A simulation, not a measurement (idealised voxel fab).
process module | voxel wiring stack
cross-section cut | 280 nm wide | cells 5 nm
A cross-section is a grid of square cells, given in bands from the top down. A band is one or more rows of cells.
Each band's line starts with the height of the band's top and of its bottom, in nm. Then come its materials from left to right, each with its width in nm. One material with "throughout" fills the band from edge to edge. "air" is empty space.
Height 0 is the level under which the wafer as received is all one material. The lowest band goes on downwards, as in "0 down".
A width such as "30 to 40" changes by the same amount from each row of cells to the next, from the band's top row to its bottom row.
"no change" after a step means that no cell of the cross-section changed.
closed voids: empty space of 8 cells or more with no open way to the top, each as width x height at its distance from the left edge, in nm
after a step's settings: what the simulator itself notes on the step
overlay nm, on a step with a mask: how far to the right of its planned place the mask lay; to the left if negative
plan
1 op RECEIVE | material Si
2 op CONFORMAL_DEP | material SiO2 | thk nm 5
3 op DIRECTIONAL_DEP | material TiN | thk nm 5
4 op DIRECTIONAL_DEP | material Ru | thk nm 20
5 op PATTERN | tone cover | mask id METAL_1 | material resist | width nm 20 | pitch nm 40 | thk nm 20 | overlay nm 0
6 op DIRECTIONAL_ETCH | etch materials Ru | depth nm 20
7 op DIRECTIONAL_ETCH | etch materials TiN | depth nm 5
8 op STRIP | etch materials resist
9 op FILL_DEP | material SiO2 | thk nm 10
10 op CMP | height nm 35
11 op CONFORMAL_DEP | material SiCN | thk nm 5
12 op DIRECTIONAL_DEP | material lowk | thk nm 10
13 op MASKED_ETCH | tone open | mask id PLUG_1 | width nm 15 | etch materials lowk | depth nm 10 | overlay nm 0
14 op MASKED_ETCH | tone open | mask id PLUG_1 | width nm 15 | etch materials SiCN | depth nm 5 | overlay nm 0
15 op CONFORMAL_DEP | material TiN | thk nm 5
16 op FILL_DEP | material Ru | thk nm 10
17 op CMP | height nm 50
18 op CONFORMAL_DEP | material SiCN | thk nm 5
19 op DIRECTIONAL_DEP | material SiO2 | thk nm 15
20 op MASKED_ETCH | tone open | mask id METAL_2 | width nm 20 | pitch nm 40 | etch materials SiO2 | depth nm 15 | overlay nm 0
21 op MASKED_ETCH | tone open | mask id METAL_2 | width nm 20 | pitch nm 40 | etch materials SiCN | depth nm 5 | overlay nm 0
22 op CONFORMAL_DEP | material TiN | thk nm 5
23 op FILL_DEP | material Ru | thk nm 10
24 op CMP | height nm 70
25 op EPI | material Ru | thk nm 5
26 op FILL_DEP | material SiCN | thk nm 5
varied across the wafers: thk nm of step 2. The plan shows the first wafer's value. All wafers start alike
first wafer as received, after step 1
  0 down: Si throughout
  closed voids: none
first wafer at the end, after step 26
  80 to 75: SiCN throughout
  75 to 70: SiCN 105 | Ru 30 | SiCN 10 | Ru 30 | SiCN 105
  70 to 55: SiO2 110 | TiN 5 | Ru 10 | TiN 5 | SiO2 20 | TiN 5 | Ru 10 | TiN 5 | SiO2 110
  55 to 50: SiCN 110 | TiN 20 | SiCN 20 | TiN 20 | SiCN 110
  50 to 40: lowk 110 | TiN 5 | Ru 5 | TiN 5 | lowk 155
  40 to 35: SiCN 110 | TiN 15 | SiCN 155
  35 to 30: SiO2 throughout
  30 to 10: SiO2 110 | Ru 20 | SiO2 20 | Ru 20 | SiO2 110
  10 to 5: SiO2 110 | TiN 20 | SiO2 20 | TiN 20 | SiO2 110
  5 to 0: SiO2 throughout
  0 down: Si throughout
  closed voids: none
last wafer at the end
  80 to 75: SiCN throughout
  75 to 70: SiCN 105 | Ru 30 | SiCN 10 | Ru 30 | SiCN 105
  70 to 55: SiO2 110 | TiN 5 | Ru 10 | TiN 5 | SiO2 20 | TiN 5 | Ru 10 | TiN 5 | SiO2 110
  55 to 50: SiCN 110 | TiN 20 | SiCN 20 | TiN 20 | SiCN 110
  50 to 40: lowk 110 | TiN 5 | Ru 5 | TiN 5 | lowk 155
  40 to 35: SiCN 110 | TiN 15 | SiCN 155
  35 to 30: SiO2 110 | Ru 20 | SiO2 20 | Ru 20 | SiO2 110
  30 to 25: SiO2 110 | TiN 20 | SiO2 20 | TiN 20 | SiO2 110
  25 to 0: SiO2 throughout
  0 down: Si throughout
  closed voids: none
each wafer at the end: cells of each material gained (+) or lost (-) since it was received, then its closed voids
thk nm 5 | +58 Ru | +201 SiCN | +496 SiO2 | +35 TiN | +106 lowk | closed voids: none
thk nm 10 | +58 Ru | +201 SiCN | +496 SiO2 | +35 TiN | +106 lowk | closed voids: none
thk nm 15 | +50 Ru | +201 SiCN | +504 SiO2 | +35 TiN | +106 lowk | closed voids: none
thk nm 20 | +42 Ru | +201 SiCN | +512 SiO2 | +35 TiN | +106 lowk | closed voids: none
thk nm 25 | +34 Ru | +201 SiCN | +520 SiO2 | +35 TiN | +106 lowk | closed voids: none
